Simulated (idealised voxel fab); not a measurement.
process module | voxel transistor to metal
cross-section cut | 195 nm wide | cells 5 nm
A cross-section is a grid of square cells, given in bands from the top down. A band is one or more rows of cells.
Each band's line starts with the height of the band's top and of its bottom, in nm. Then come its materials from left to right, each with its width in nm. One material with "throughout" fills the band from edge to edge. "air" is empty space.
Height 0 is the level under which the wafer as received is all one material. The lowest band goes on downwards, as in "0 down".
A width such as "30 to 40" changes by the same amount from each row of cells to the next, from the band's top row to its bottom row.
"no change" after a step means that no cell of the cross-section changed.
closed voids: empty space of 8 cells or more with no open way to the top, each as width x height at its distance from the left edge, in nm
after a step's settings: what the simulator itself notes on the step
overlay nm, on a step with a mask: how far to the right of its planned place the mask lay; to the left if negative
plan
1 op RECEIVE | material Si
2 op OXIDIZE | depth nm 5
3 op CONFORMAL_DEP | material SiN | thk nm 10
4 op DIRECTIONAL_DEP | material aC | thk nm 10
5 op PATTERN | tone cover | mask id ACTIVE | material resist | width nm 105 | thk nm 25 | overlay nm 0
6 op DIRECTIONAL_ETCH | etch materials aC | depth nm 10
7 op STRIP | etch materials resist
8 op DIRECTIONAL_ETCH | etch materials SiN | depth nm 10
9 op DIRECTIONAL_ETCH | etch materials SiO2 | depth nm 5
10 op DIRECTIONAL_ETCH | etch materials Si | depth nm 35
11 op STRIP | etch materials aC
12 op OXIDIZE | depth nm 5
13 op FILL_DEP | material SiO2 | thk nm 15
14 op CMP | height nm 10
15 op SELECTIVE_ETCH | etch materials SiO2 | depth nm 10
16 op STRIP | etch materials SiN
17 op SELECTIVE_ETCH | etch materials SiO2 | depth nm 5
18 op OXIDIZE | depth nm 5
19 op DIRECTIONAL_DEP | material polySi | thk nm 30
20 op DIRECTIONAL_DEP | material SiCN | thk nm 10
21 op DIRECTIONAL_DEP | material aC | thk nm 15
22 op PATTERN | tone cover | mask id GATE | material resist | width nm 35 | thk nm 35 | overlay nm 0
23 op DIRECTIONAL_ETCH | etch materials aC | depth nm 15
24 op STRIP | etch materials resist
25 op DIRECTIONAL_ETCH | etch materials SiCN | depth nm 20
26 op DIRECTIONAL_ETCH | etch materials polySi | depth nm 40
27 op STRIP | etch materials aC
28 op CONFORMAL_DEP | material SiO2 | thk nm 5
29 op DIRECTIONAL_ETCH | etch materials SiO2 | depth nm 5
30 op CONFORMAL_DEP | material SiN | thk nm 5
31 op DIRECTIONAL_ETCH | etch materials SiN | depth nm 5
32 op DIRECTIONAL_ETCH | etch materials SiO2 | depth nm 5
33 op DIRECTIONAL_ETCH | etch materials Si | depth nm 5
34 op EPI | material nSi | thk nm 10
35 op FILL_DEP | material SiO2 | thk nm 10
36 op CMP | height nm 25
37 op STRIP | etch materials polySi
38 op SELECTIVE_ETCH | etch materials SiO2 | depth nm 5
39 op CONFORMAL_DEP | material HfO2 | thk nm 5
40 op CONFORMAL_DEP | material TiN | thk nm 5
41 op FILL_DEP | material W | thk nm 5
42 op CMP | height nm 20
43 op DIRECTIONAL_DEP | material SiO2 | thk nm 10
44 op PATTERN | tone open | mask id CONTACT | material resist | width nm 15 | pitch nm 80 | thk nm 15 | overlay nm 0
45 op DIRECTIONAL_ETCH | etch materials SiO2 | depth nm 35
46 op STRIP | etch materials resist
47 op CONFORMAL_DEP | material TiN | thk nm 5
48 op FILL_DEP | material W | thk nm 10
49 op CMP | height nm 30
50 op DIRECTIONAL_DEP | material TiN | thk nm 5
51 op DIRECTIONAL_DEP | material Ru | thk nm 20
52 op PATTERN | tone cover | mask id METAL_1 | material resist | width nm 15 | pitch nm 80 | thk nm 15 | overlay nm 0
53 op DIRECTIONAL_ETCH | etch materials Ru | depth nm 20
54 op DIRECTIONAL_ETCH | etch materials TiN | depth nm 5
55 op STRIP | etch materials resist
56 op FILL_DEP | material lowk | thk nm 5
57 op CMP | height nm 55
58 op CONFORMAL_DEP | material SiCN | thk nm 5
59 op DIRECTIONAL_DEP | material SiO2 | thk nm 35
60 op PATTERN | tone open | mask id METAL_2 | material resist | width nm 15 | pitch nm 80 | thk nm 15 | overlay nm 0
61 op DIRECTIONAL_ETCH | etch materials SiO2 | depth nm 20
62 op STRIP | etch materials resist
63 op PATTERN | tone open | mask id METAL_2_HOLES | material resist | width nm 15 | pitch nm 80 | thk nm 15 | overlay nm 0
64 op DIRECTIONAL_ETCH | etch materials SiO2 | depth nm 15
65 op DIRECTIONAL_ETCH | etch materials SiCN | depth nm 5
66 op STRIP | etch materials resist
67 op CONFORMAL_DEP | material TiN | thk nm 5
68 op FILL_DEP | material Cu | thk nm 10
69 op CMP | height nm 95
70 op CONFORMAL_DEP | material SiCN | thk nm 5
as received, after step 1
  0 down: Si throughout
  closed voids: none
first wafer at the end, as planned
  100 to 95: SiCN throughout
  95 to 60: SiO2 50 | TiN 5 | Cu 5 | TiN 5 | SiO2 65 | TiN 5 | Cu 5 | TiN 5 | SiO2 50
  60 to 55: SiCN 50 | TiN 15 | SiCN 65 | TiN 15 | SiCN 50
  55 to 35: lowk 50 | Ru 15 | lowk 65 | Ru 15 | lowk 50
  35 to 30: lowk 50 | TiN 15 | lowk 65 | TiN 15 | lowk 50
  30 to 20: SiO2 50 | TiN 5 | W 5 | TiN 5 | SiO2 65 | TiN 5 | W 5 | TiN 5 | SiO2 50
  20 to 5: SiO2 50 | TiN 5 | W 5 | TiN 5 | SiO2 5 | SiN 5 | HfO2 5 | TiN 5 | W 25 | TiN 5 | HfO2 5 | SiN 5 | SiO2 5 | TiN 5 | W 5 | TiN 5 | SiO2 50
  5 to 0: SiO2 50 | TiN 15 | SiO2 5 | SiN 5 | HfO2 5 | TiN 5 | W 25 | TiN 5 | HfO2 5 | SiN 5 | SiO2 5 | TiN 15 | SiO2 50
  0 to -5: SiO2 50 | TiN 10 | nSi 10 | SiN 5 | HfO2 5 | TiN 35 | HfO2 5 | SiN 5 | nSi 10 | TiN 10 | SiO2 50
  -5 to -10: SiO2 45 | nSi 25 | SiO2 5 | HfO2 45 | SiO2 5 | nSi 25 | SiO2 45
  -10 to -15: SiO2 50 | nSi 20 | Si 55 | nSi 20 | SiO2 50
  -15 to -45: SiO2 50 | Si 95 | SiO2 50
  -45 down: Si throughout
  closed voids: none
second wafer at the end: like start, like plan, one mistake
  100 to 95: SiCN throughout
  95 to 60: SiO2 50 | TiN 5 | Cu 5 | TiN 5 | SiO2 65 | TiN 5 | Cu 5 | TiN 5 | SiO2 50
  60 to 55: SiCN 50 | TiN 15 | SiCN 65 | TiN 15 | SiCN 50
  55 to 35: lowk 50 | Ru 15 | lowk 65 | Ru 15 | lowk 50
  35 to 30: lowk 50 | TiN 15 | lowk 65 | TiN 15 | lowk 50
  30 to 20: SiO2 45 | TiN 5 | W 5 | TiN 5 | SiO2 65 | TiN 5 | W 5 | TiN 5 | SiO2 55
  20 to 5: SiO2 45 | TiN 5 | W 5 | TiN 5 | SiO2 10 | SiN 5 | HfO2 5 | TiN 5 | W 25 | TiN 5 | HfO2 5 | SiN 5 | TiN 5 | W 5 | TiN 5 | SiO2 55
  5 to 0: SiO2 45 | TiN 5 | W 5 | TiN 5 | SiO2 10 | SiN 5 | HfO2 5 | TiN 5 | W 25 | TiN 5 | HfO2 5 | SiN 5 | TiN 15 | SiO2 55
  0 to -5: SiO2 45 | TiN 15 | nSi 10 | SiN 5 | HfO2 5 | TiN 35 | HfO2 5 | SiN 5 | nSi 10 | TiN 5 | SiO2 55
  -5 to -10: SiO2 45 | nSi 25 | SiO2 5 | HfO2 45 | SiO2 5 | nSi 25 | SiO2 45
  -10 to -15: SiO2 50 | nSi 20 | Si 55 | nSi 20 | SiO2 50
  -15 to -45: SiO2 50 | Si 95 | SiO2 50
  -45 down: Si throughout
  closed voids: none
what went wrong: step 44 ran as: op PATTERN | tone open | mask id CONTACT | material resist | width nm 15 | pitch nm 80 | thk nm 15 | overlay nm -5
at the end the second wafer has, in cells: 1 fewer of TiN | 1 more of W
